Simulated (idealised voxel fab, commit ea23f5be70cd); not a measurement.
Herein follows the process module entitled voxel quadruple lines.
The width of the displayed cross-section, cut, is 170 nm; its cells are square, with a size of 5 nm.
Heads up, the way a cross-section reads in here is a grid of square cells, handed over as bands from the top down, with every band being one or more rows of cells. First you get the band's top height and its bottom height, in nm, and then the materials it's made of, left to right, with each width in nm. If you see a single material with "everywhere", that one covers the band edge to edge. "air" is empty space. We count height from 0. Below that, the starting wafer is all one material. The lowest band never ends at the bottom but goes on down; see "z 0 and below" for how that is written. So if you see something like "30->40" for the width, read it as the top row of the band sitting at the first number and the bottom row at the second, with every row in between moving by the same amount as the last. What does "all unchanged" mean for a step? It means no cell of the cross-section changed in that step. Listed in "Enclosed cavity list": every empty space of 8 or more cells without an open way to the top. Form: width x height at distance, the distance being from the left edge, all in nm. Whatever follows a step's settings on its line is a remark the simulator itself makes about that step. overlay nm: for a step with a mask, the amount by which the mask lay right of where it was planned; a negative amount means left of it.
plan
step 1: RECEIVE, material Si
step 2: CONFORMAL_DEP, material Al2O3, thk nm 10
step 3: DIRECTIONAL_DEP, material Ru, thk nm 15
step 4: DIRECTIONAL_DEP, material polySi, thk nm 20
step 5: DIRECTIONAL_DEP, material aC, thk nm 25
step 6: PATTERN, tone cover, mask id MANDREL, material resist, width nm 30, thk nm 30, overlay nm 0
step 7: DIRECTIONAL_ETCH, etch materials aC, depth nm 25
step 8: STRIP, etch materials resist
step 9: CONFORMAL_DEP, material SiO2, thk nm 10
step 10: DIRECTIONAL_ETCH, etch materials SiO2, depth nm 10
step 11: STRIP, etch materials aC
step 12: DIRECTIONAL_ETCH, etch materials polySi, depth nm 20
step 13: STRIP, etch materials SiO2
step 14: CONFORMAL_DEP, material SiN, thk nm 10
step 15: DIRECTIONAL_ETCH, etch materials SiN, depth nm 10
step 16: STRIP, etch materials polySi
step 17: DIRECTIONAL_ETCH, etch materials Ru, depth nm 15
step 18: STRIP, etch materials SiN
step 19: FILL_DEP, material SiO2, thk nm 10
step 20: CMP, height nm 25
As-received wafer cross-section (after step 1)
- z 0 and below | Si everywhere
- Enclosed cavity list: none
Run as planned - first of the two wafers cross-sectioned at the end of the module
- z 25 to 10 | SiO2: 50 / Ru: 10 / SiO2: 10 / Ru: 10 / SiO2: 10 / Ru: 10 / SiO2: 10 / Ru: 10 / SiO2: 50
- z 10 to 0 | Al2O3 everywhere
- z 0 and below | Si everywhere
- Enclosed cavity list: none
End of module, second wafer, cross-section. Started like the first, planned like the first, run with one mistake
- z 25 to 10 | SiO2: 60 / Ru: 10 / SiO2: 10 / Ru: 10 / SiO2: 10 / Ru: 10 / SiO2: 10 / Ru: 10 / SiO2: 40
- z 10 to 0 | Al2O3 everywhere
- z 0 and below | Si everywhere
- Enclosed cavity list: none
What broke from the plan during processing? note that step 6 departed from the planned setting and was carried out as PATTERN, tone cover, mask id MANDREL, material resist, width nm 30, thk nm 30, overlay nm 10
Tallied in cells, the final second wafer holds each material in the same quantity as the first, although not at the same places.
